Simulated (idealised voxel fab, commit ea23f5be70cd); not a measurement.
The process module that follows is named voxel wiring stack.
Section cut is 280 nm wide and gridded with 5 nm square cells.
We lay out every cross-section as a grid of square cells and spell it out in bands from the top down, where one band means one or more rows of cells. Band: top height; bottom height; in nm. Then, left to right: material with width in nm, for each material. "all across": a single material spanning edge to edge. "blank": empty space. Heights are expressed relative to 0, this being the level below which the as-received wafer comprises one material exclusively. The lowest band is unbounded in the downward direction and is denoted as in "0 down". Read "30 to 40" as a graded width: first number on top, second number at the bottom, same change between each pair of neighbouring rows. Take "changes: none" at face value: in the step it is given for, the cross-section changed in none of its cells. "Unvented cavities" contains a list of empty spaces, each no smaller than 8 cells and without an open way to the top, written in the form width x height at distance with the distance from the left edge and all three in nm. What comes after the settings on a step's line is commentary from the simulator itself on that step. When a step includes a mask, the "overlay nm" setting on its line states how far to the right of its planned place that mask lay, and negative values state how far to the left.
Process steps - plan:
- 1: RECEIVE | material Si
- 2: CONFORMAL_DEP | material SiO2 | thk nm 15
- 3: DIRECTIONAL_DEP | material TiN | thk nm 5
- 4: DIRECTIONAL_DEP | material Ru | thk nm 25
- 5: MASKED_ETCH | tone cover | mask id METAL_1 | width nm 20 | pitch nm 50 | etch materials Ru | depth nm 25 | overlay nm 0
- 6: MASKED_ETCH | tone cover | mask id METAL_1 | width nm 20 | pitch nm 50 | etch materials TiN | depth nm 5 | overlay nm 0
- 7: CONFORMAL_DEP | material SiCN | thk nm 5
- 8: FILL_DEP | material SiO2 | thk nm 5
- 9: CMP | height nm 45
- 10: CONFORMAL_DEP | material SiCN | thk nm 5
- 11: DIRECTIONAL_DEP | material lowk | thk nm 20
- 12: PATTERN | tone open | mask id PLUG_1 | material resist | width nm 15 | pitch nm 100 | thk nm 15 | overlay nm 0
- 13: DIRECTIONAL_ETCH | etch materials lowk | depth nm 20
- 14: DIRECTIONAL_ETCH | etch materials SiCN | depth nm 5
- 15: STRIP | etch materials resist
- 16: CONFORMAL_DEP | material TiN | thk nm 5
- 17: FILL_DEP | material W | thk nm 5
- 18: CMP | height nm 70
- 19: DIRECTIONAL_DEP | material TiN | thk nm 5
- 20: DIRECTIONAL_DEP | material Ru | thk nm 20
- 21: DIRECTIONAL_DEP | material aC | thk nm 10
- 22: PATTERN | tone cover | mask id METAL_2 | material resist | width nm 20 | pitch nm 50 | thk nm 30 | overlay nm 0
- 23: DIRECTIONAL_ETCH | etch materials aC | depth nm 10
- 24: STRIP | etch materials resist
- 25: DIRECTIONAL_ETCH | etch materials Ru | depth nm 20
- 26: DIRECTIONAL_ETCH | etch materials TiN | depth nm 5
- 27: STRIP | etch materials aC
- 28: CONFORMAL_DEP | material SiN | thk nm 5
- 29: FILL_DEP | material lowk | thk nm 5
- 30: CMP | height nm 95
- 31: CONFORMAL_DEP | material SiCN | thk nm 5
- 32: DIRECTIONAL_DEP | material lowk | thk nm 25
- 33: MASKED_ETCH | tone open | mask id METAL_3_HOLES | width nm 15 | pitch nm 100 | etch materials lowk | depth nm 25 | overlay nm 0
- 34: PATTERN | tone open | mask id METAL_3 | material resist | width nm 15 | pitch nm 50 | thk nm 20 | overlay nm 0
- 35: DIRECTIONAL_ETCH | etch materials lowk | depth nm 15
- 36: DIRECTIONAL_ETCH | etch materials SiCN | depth nm 5
- 37: STRIP | etch materials resist
- 38: CONFORMAL_DEP | material TiN | thk nm 5
- 39: FILL_DEP | material Cu | thk nm 5
- 40: CMP | height nm 125
- 41: CONFORMAL_DEP | material SiN | thk nm 5
Where the wafers of this document differ is in the width nm of step 34; they start out the same, and the plan states the value that applied to the first wafer.
This is how the first of several wafers looked in cross-section when it arrived, which is after step 1:
* 0 down = Si all across
* Unvented cavities: none
The following table contains a row per wafer, in which are reported, at the conclusion of the module, the cells of each material gained (+) or lost (-) since the wafer's receipt, with its closed voids given thereafter:
width nm 15; +14 Cu; +108 Ru; +176 SiCN; +124 SiN; +358 SiO2; +81 TiN; +8 W; +587 lowk; Unvented cavities: none
width nm 20; +18 Cu; +108 Ru; +174 SiCN; +124 SiN; +358 SiO2; +82 TiN; +8 W; +584 lowk; Unvented cavities: none
width nm 25; +24 Cu; +108 Ru; +174 SiCN; +124 SiN; +358 SiO2; +85 TiN; +8 W; +575 lowk; Unvented cavities: none
width nm 30; +30 Cu; +108 Ru; +174 SiCN; +124 SiN; +358 SiO2; +88 TiN; +8 W; +566 lowk; Unvented cavities: none
width nm 35; +36 Cu; +108 Ru; +174 SiCN; +124 SiN; +358 SiO2; +91 TiN; +8 W; +557 lowk; Unvented cavities: none
